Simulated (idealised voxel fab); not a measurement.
process module | voxel gate over fins
cross-section cut | 245 nm wide | cells 5 nm
A cross-section is a grid of square cells, given in bands from the top down. A band is one or more rows of cells.
Each band's line starts with the height of the band's top and of its bottom, in nm. Then come its materials from left to right, each with its width in nm. One material with "throughout" fills the band from edge to edge. "air" is empty space.
Height 0 is the level under which the wafer as received is all one material. The lowest band goes on downwards, as in "0 down".
A width such as "30 to 40" changes by the same amount from each row of cells to the next, from the band's top row to its bottom row.
"no change" after a step means that no cell of the cross-section changed.
closed voids: empty space of 8 cells or more with no open way to the top, each as width x height at its distance from the left edge, in nm
after a step's settings: what the simulator itself notes on the step
overlay nm, on a step with a mask: how far to the right of its planned place the mask lay; to the left if negative
plan
1 op RECEIVE | material Si
2 op CONFORMAL_DEP | material SiN | thk nm 10
3 op DIRECTIONAL_DEP | material aC | thk nm 10
4 op PATTERN | tone cover | mask id FINS | material resist | width nm 15 | pitch nm 55 | thk nm 30 | overlay nm 0
5 op DIRECTIONAL_ETCH | etch materials aC | depth nm 10
6 op STRIP | etch materials resist
7 op DIRECTIONAL_ETCH | etch materials SiN | depth nm 10
8 op DIRECTIONAL_ETCH | etch materials Si | depth nm 40
9 op STRIP | etch materials aC
10 op OXIDIZE | depth nm 5
11 op FILL_DEP | material SiO2 | thk nm 10
12 op CMP | height nm 10
13 op PATTERN | tone open | mask id RAIL | material resist | width nm 15 | thk nm 15 | overlay nm 0
14 op DIRECTIONAL_ETCH | etch materials SiO2 | depth nm 45
15 op STRIP | etch materials resist
16 op CONFORMAL_DEP | material TiN | thk nm 5
17 op FILL_DEP | material Ru | thk nm 10
18 op CMP | height nm 10
19 op SELECTIVE_ETCH | etch materials W Ru TiN | depth nm 30
20 op FILL_DEP | material SiO2 | thk nm 5
21 op CMP | height nm 10
22 op SELECTIVE_ETCH | etch materials SiO2 | depth nm 20
23 op STRIP | etch materials SiN
24 op CONFORMAL_DEP | material HfO2 | thk nm 5
25 op CONFORMAL_DEP | material TiN | thk nm 5
26 op FILL_DEP | material W | thk nm 15
27 op CMP | height nm 20
28 op CONFORMAL_DEP | material SiN | thk nm 5
as received, after step 1
  0 down: Si throughout
  closed voids: none
first wafer at the end, as planned
  25 to 20: SiN throughout
  20 to 10: W throughout
  10 to 5: W 80 | TiN 25 | W 30 | TiN 25 | W 85
  5 to 0: W 80 | TiN 5 | HfO2 15 | TiN 5 | W 30 | TiN 5 | HfO2 15 | TiN 5 | W 85
  0 to -5: TiN 85 | HfO2 5 | Si 5 | HfO2 5 | TiN 40 | HfO2 5 | Si 5 | HfO2 5 | TiN 90
  -5 to -10: HfO2 90 | Si 5 | HfO2 50 | Si 5 | HfO2 95
  -10 to -20: SiO2 90 | Si 5 | SiO2 50 | Si 5 | SiO2 95
  -20 to -30: SiO2 90 | Si 5 | SiO2 15 | TiN 5 | Ru 5 | TiN 5 | SiO2 20 | Si 5 | SiO2 95
  -30 to -35: SiO2 90 | Si 5 | SiO2 15 | TiN 15 | SiO2 20 | Si 5 | SiO2 95
  -35 to -45: SiO2 90 | Si 5 | SiO2 50 | Si 5 | SiO2 95
  -45 down: Si throughout
  closed voids: none
second wafer at the end: like start, like plan, one mistake
  25 to 20: SiN throughout
  20 to 10: W throughout
  10 to 5: W 80 | TiN 25 | W 30 | TiN 25 | W 85
  5 to 0: W 80 | TiN 5 | HfO2 15 | TiN 5 | W 30 | TiN 5 | HfO2 15 | TiN 5 | W 85
  0 to -10: W 80 | TiN 5 | HfO2 5 | Si 5 | HfO2 5 | TiN 5 | W 30 | TiN 5 | HfO2 5 | Si 5 | HfO2 5 | TiN 5 | W 85
  -10 to -15: W 80 | TiN 5 | HfO2 5 | Si 5 | HfO2 5 | TiN 40 | HfO2 5 | Si 5 | HfO2 5 | TiN 5 | W 85
  -15 to -20: W 80 | TiN 5 | HfO2 5 | Si 5 | HfO2 5 | TiN 5 | HfO2 25 | TiN 10 | HfO2 5 | Si 5 | HfO2 5 | TiN 5 | W 85
  -20 to -25: TiN 85 | HfO2 5 | Si 5 | HfO2 5 | TiN 5 | HfO2 5 | TiN 5 | Ru 5 | TiN 5 | HfO2 5 | TiN 10 | HfO2 5 | Si 5 | HfO2 5 | TiN 90
  -25 to -30: HfO2 90 | Si 5 | HfO2 15 | TiN 5 | Ru 5 | TiN 5 | HfO2 20 | Si 5 | HfO2 95
  -30 to -35: SiO2 90 | Si 5 | SiO2 15 | TiN 15 | SiO2 20 | Si 5 | SiO2 95
  -35 to -45: SiO2 90 | Si 5 | SiO2 50 | Si 5 | SiO2 95
  -45 down: Si throughout
  closed voids: none
what went wrong: step 22 was run twice
at the end the second wafer has, in cells: 20 more of HfO2 | 182 fewer of SiO2 | 18 more of TiN | 144 more of W
